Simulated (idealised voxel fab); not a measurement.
Process module heading - voxel self aligned vias
The figure presents cross-section cut, which has a width of 235 nm and is divided into square cells with an edge length of 5 nm.
If you're reading a cross-section in this doc, picture square cells in a grid; it comes to you as bands, top ones listed first down to the bottom, and a band can be one or more rows of cells. Band: top and bottom heights (nm) first, top before bottom; then materials from left to right, widths in nm. "all across" marks a sole material filling the band edge to edge. "empty" denotes empty space. Beneath 0, the wafer as received is one material, and that level is where height counting begins. The lowest band goes on downward without a bottom; it is written like "0 down". A width such as "30->40" changes by the same amount from each row of cells to the next, from the band's top row to its bottom row. Take "nothing changed" at face value: in the step it is given for, the cross-section changed in none of its cells. Empty spaces without an open route to the top, at least 8 cells in extent, make up the entry "Closed void roster"; each is given as width x height at distance, where the distance is measured from the left edge, and all are in nm. If you see something after the settings on a step's line, that's the simulator's own remark about that step. overlay nm: mask offset rightward from planned place, masked step; negative means leftward offset.

Planned step list for the process:
1: RECEIVE (material Si)
2: CONFORMAL_DEP (material SiO2; thk nm 10)
3: CONFORMAL_DEP (material SiCN; thk nm 5)
4: DIRECTIONAL_DEP (material lowk; thk nm 25)
5: DIRECTIONAL_DEP (material aC; thk nm 15)
6: PATTERN (tone open; mask id LINES; material resist; width nm 20; pitch nm 50; thk nm 35; overlay nm 0)
7: DIRECTIONAL_ETCH (etch materials aC; depth nm 15)
8: STRIP (etch materials resist)
9: DIRECTIONAL_ETCH (etch materials lowk; depth nm 25)
10: STRIP (etch materials aC)
11: CONFORMAL_DEP (material TiN; thk nm 5)
12: FILL_DEP (material Ru; thk nm 5)
13: CMP (height nm 40)
14: SELECTIVE_ETCH (etch materials W Ru TiN; depth nm 5)
15: FILL_DEP (material SiN; thk nm 5)
16: CMP (height nm 40)
17: DIRECTIONAL_DEP (material lowk; thk nm 20)
18: DIRECTIONAL_DEP (material aC; thk nm 15)
19: PATTERN (tone open; mask id VIAS; material resist; width nm 30; thk nm 30; overlay nm 0)
20: DIRECTIONAL_ETCH (etch materials aC; depth nm 15)
21: STRIP (etch materials resist)
22: DIRECTIONAL_ETCH (etch materials lowk; depth nm 20)
23: DIRECTIONAL_ETCH (etch materials SiN; depth nm 5)
24: STRIP (etch materials aC)
25: CONFORMAL_DEP (material TiN; thk nm 5)
26: FILL_DEP (material Ru; thk nm 5)
27: CMP (height nm 60)
28: CONFORMAL_DEP (material SiCN; thk nm 5)

Here's what the wafer looked like in cross-section when it arrived - that's after step 1:
- 0 down: Si all across
- Closed void roster: none

Result of the module, cross-sectioned: start per above, plan per above, one error in how it was run:
- 65 to 60: SiCN all across
- 60 to 40: lowk 75; TiN 5; Ru 20; TiN 5; lowk 130
- 40 to 35: lowk 75; TiN 30; lowk 25; SiN 20; lowk 85
- 35 to 20: lowk 75; TiN 10; Ru 10; TiN 10; lowk 25; TiN 5; Ru 10; TiN 5; lowk 85
- 20 to 15: lowk 80; TiN 20; lowk 30; TiN 20; lowk 85
- 15 to 10: SiCN all across
- 10 to 0: SiO2 all across
- 0 down: Si all across
- Closed void roster: none
The plan and the run diverged here: step 22 of the plan was executed twice over
